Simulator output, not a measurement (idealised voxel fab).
Process module in this document: voxel ribs on slabs
The figure presents cross-section cut, which has a width of 190 nm and is divided into square cells with an edge length of 5 nm.
A cross-section is a grid of square cells, given in bands from the top down. A band is one or more rows of cells. A band entry consists of two parts. The first gives the height of the band's top and the height of its bottom, in nm. The rest lists the band's materials from left to right, each with its width in nm. A single material labelled with the word "all across" fills the band from edge to edge, and the word "air" marks empty space. The reference from which all heights are counted is 0, the level beneath which the as-received wafer is entirely one material; the lowest band, having no lower bound, proceeds downward and is written after the example "0 and below". So if you see something like "30..40" for the width, read it as the top row of the band sitting at the first number and the bottom row at the second, with every row in between moving by the same amount as the last. It should be understood that the words "no change", when stated for a given step, signify that the cross-section underwent no change in any of its cells during that step. Each empty space that has no open way to the top and spans at least 8 cells appears under "Internal closed voids" as width x height at distance, the distance counted from the left edge, all in nm. Where a step's line continues beyond its settings, the continuation is a remark by the simulator itself on that step. overlay nm, on a step with a mask: how far to the right of its planned place the mask lay; to the left if negative.
**This section lists the process steps that were planned**
1 RECEIVE | material Si
2 DIRECTIONAL_DEP | material SiO2 | thk nm 20
3 DIRECTIONAL_DEP | material SiN | thk nm 15
4 DIRECTIONAL_DEP | material aC | thk nm 10
5 PATTERN | tone cover | mask id RIB | material resist | width nm 20 | thk nm 25 | overlay nm 0
6 DIRECTIONAL_ETCH | etch materials aC | depth nm 10
7 STRIP | etch materials resist
8 DIRECTIONAL_ETCH | etch materials SiN | depth nm 10
9 STRIP | etch materials aC
10 MASKED_ETCH | tone cover | mask id SLAB | width nm 50 | etch materials SiN | depth nm 5 | overlay nm 0
11 FILL_DEP | material SiO2 | thk nm 20
12 CMP | height nm 45
13 DIRECTIONAL_DEP | material TiN | thk nm 5
14 MASKED_ETCH | tone cover | mask id HEATER | width nm 30 | etch materials TiN | depth nm 5 | overlay nm 0
15 CONFORMAL_DEP | material SiO2 | thk nm 5
**On the first of the two wafers: run conducted according to plan**
**Shown in cross-section is the wafer as received, that is, as it stands after step 1**
    0 and below | Si all across
    Internal closed voids: none
**You're looking at a cross-section of the wafer after step 2**
    20 down to 0 | SiO2 all across
    Whatever lies below 0 is exactly as it was before.
**You're looking at a cross-section of the wafer after step 3**
    35 down to 20 | SiN all across
    Whatever lies below 20 is exactly as it was before.
**You're looking at a cross-section of the wafer after step 4**
    45 down to 35 | aC all across
    Whatever lies below 35 is exactly as it was before.
**You're looking at a cross-section of the wafer after step 5**
    70 down to 45 | air 85  resist 20  air 85
    Whatever lies below 45 is exactly as it was before.
**You're looking at a cross-section of the wafer after step 6**
    60 down to 45 | air 85  resist 20  air 85
    45 down to 35 | air 85  aC 20  air 85
    Whatever lies below 35 is exactly as it was before.
**You're looking at a cross-section of the wafer after step 7**
    45 down to 35 | air 85  aC 20  air 85
    Whatever lies below 35 is exactly as it was before.
**You're looking at a cross-section of the wafer after step 8**
    45 down to 35 | air 85  aC 20  air 85
    35 down to 25 | air 85  SiN 20  air 85
    Whatever lies below 25 is exactly as it was before.
**You're looking at a cross-section of the wafer after step 9**
    35 down to 25 | air 85  SiN 20  air 85
    Whatever lies below 25 is exactly as it was before.
**You're looking at a cross-section of the wafer after step 10**
    35 down to 25 | air 85  SiN 20  air 85
    25 down to 20 | air 70  SiN 50  air 70
    Whatever lies below 20 is exactly as it was before.
**You're looking at a cross-section of the wafer after step 11**
    55 down to 35 | SiO2 all across
    35 down to 25 | SiO2 85  SiN 20  SiO2 85
    25 down to 20 | SiO2 70  SiN 50  SiO2 70
    Whatever lies below 20 is exactly as it was before.
**You're looking at a cross-section of the wafer after step 12**
    45 down to 35 | SiO2 all across
    Whatever lies below 35 is exactly as it was before.
**You're looking at a cross-section of the wafer after step 13**
    50 down to 45 | TiN all across
    Whatever lies below 45 is exactly as it was before.
**You're looking at a cross-section of the wafer after step 14**
    50 down to 45 | air 80  TiN 30  air 80
    Whatever lies below 45 is exactly as it was before.
**You're looking at a cross-section of the wafer after step 15**
    55 down to 50 | air 75  SiO2 40  air 75
    50 down to 45 | SiO2 80  TiN 30  SiO2 80
    Whatever lies below 45 is exactly as it was before.
**Second of two: same start, same plan, one run error; steps up to and including 1 match the first**
**when step 2 should have ended**
    15 down to 0 | SiN all across
    Whatever lies below 0 is exactly as it was before.
**when step 3 should have ended**
    35 down to 15 | SiO2 all across
    Whatever lies below 15 is exactly as it was before.
**when step 4 should have ended**
    45 down to 35 | aC all across
    Whatever lies below 35 is exactly as it was before.
**when step 5 should have ended**
    70 down to 45 | air 85  resist 20  air 85
    Whatever lies below 45 is exactly as it was before.
**when step 6 should have ended**
    60 down to 45 | air 85  resist 20  air 85
    45 down to 35 | air 85  aC 20  air 85
    Whatever lies below 35 is exactly as it was before.
**when step 7 should have ended**
    45 down to 35 | air 85  aC 20  air 85
    Whatever lies below 35 is exactly as it was before.
when step 8 should have ended: no change
**when step 9 should have ended**
    35 down to 15 | SiO2 all across
    Whatever lies below 15 is exactly as it was before.
when step 10 should have ended: no change
**when step 11 should have ended**
    55 down to 15 | SiO2 all across
    Whatever lies below 15 is exactly as it was before.
**when step 12 should have ended**
    45 down to 15 | SiO2 all across
    Whatever lies below 15 is exactly as it was before.
**when step 13 should have ended**
    50 down to 45 | TiN all across
    Whatever lies below 45 is exactly as it was before.
**when step 14 should have ended**
    50 down to 45 | air 80  TiN 30  air 80
    Whatever lies below 45 is exactly as it was before.
**when step 15 should have ended**
    55 down to 50 | air 75  SiO2 40  air 75
    50 down to 45 | SiO2 80  TiN 30  SiO2 80
    Whatever lies below 45 is exactly as it was before.
Here's what went sideways: steps 2 and 3 of the plan were each performed in the slot designated for the other
Once processing is complete, comparing cell counts shows that the second wafer has more or fewer of certain materials than the first: 96 more of SiN, 96 fewer of SiO2
